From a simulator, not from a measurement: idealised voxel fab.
Herein follows the process module entitled voxel plated lines.
Section cut is 260 nm wide and gridded with 5 nm square cells.
This document writes a cross-section as a grid whose cells are square, and gives it as bands, listed from the top down; one or more rows of cells form a band. The band entry comprises the height of the band's top followed by the height of its bottom, expressed in nm, and subsequently the band's materials from left to right, each stated together with its width in nm. Where a single material is marked with the word "everywhere", that material fills the band from edge to edge. The word "air" represents empty space. It should be noted that heights are counted from 0, beneath which the wafer as supplied is of one material throughout, and that the lowest band possesses no lower boundary but continues downward, as written in "0 nm and below". Think of "30..40" as a width that walks from the first number to the second as you go down the band, top row to bottom row, taking equal-sized steps from row to row. The cross-section has no changed cell in any step marked "no modifications". Voids not open to the top, 8 cells minimum: see "Sealed-off cavities". Written width x height at distance; distance is from the left edge; nm. Read whatever lies past the settings on a step's line as the simulator's own remark about the step. overlay nm: on a step with a mask, how far right of its planned place the mask lay; negative means left.

# The following list gives the planned process steps
1,RECEIVE with material Si
2,CONFORMAL_DEP with material SiO2, thk nm 10
3,DIRECTIONAL_DEP with material TiN, thk nm 5
4,PATTERN with tone open, mask id LINES, material resist, width nm 20, pitch nm 35, thk nm 35, overlay nm 0
5,EPI with material Ru, thk nm 10
6,EPI with material Ru, thk nm 5
7,EPI with material Ru, thk nm 5
8,STRIP with etch materials resist
9,DIRECTIONAL_ETCH with etch materials TiN, depth nm 5
10,CONFORMAL_DEP with material SiN, thk nm 5

# Here's what the wafer looked like in cross-section when it arrived - that's after step 1
	0 nm and below | Si everywhere
	Sealed-off cavities: none

# Same starting wafer, same plan as above, one mistake in the execution; this is the cross-section at the end of the module
	45 nm to 40 nm | 80 air | 30 SiN | 5 air | 30 SiN | 5 air | 30 SiN | 80 air
	40 nm to 20 nm | 80 air | 5 SiN | 20 Ru | 5 SiN | 5 air | 5 SiN | 20 Ru | 5 SiN | 5 air | 5 SiN | 20 Ru | 5 SiN | 80 air
	20 nm to 15 nm | 85 SiN | 20 TiN | 15 SiN | 20 TiN | 15 SiN | 20 TiN | 85 SiN
	15 nm to 0 nm | SiO2 everywhere
	0 nm and below | Si everywhere
	Sealed-off cavities: none
Here's what went sideways: step 2 was processed under conditions differing from the plan, specifically as CONFORMAL_DEP with material SiO2, thk nm 15
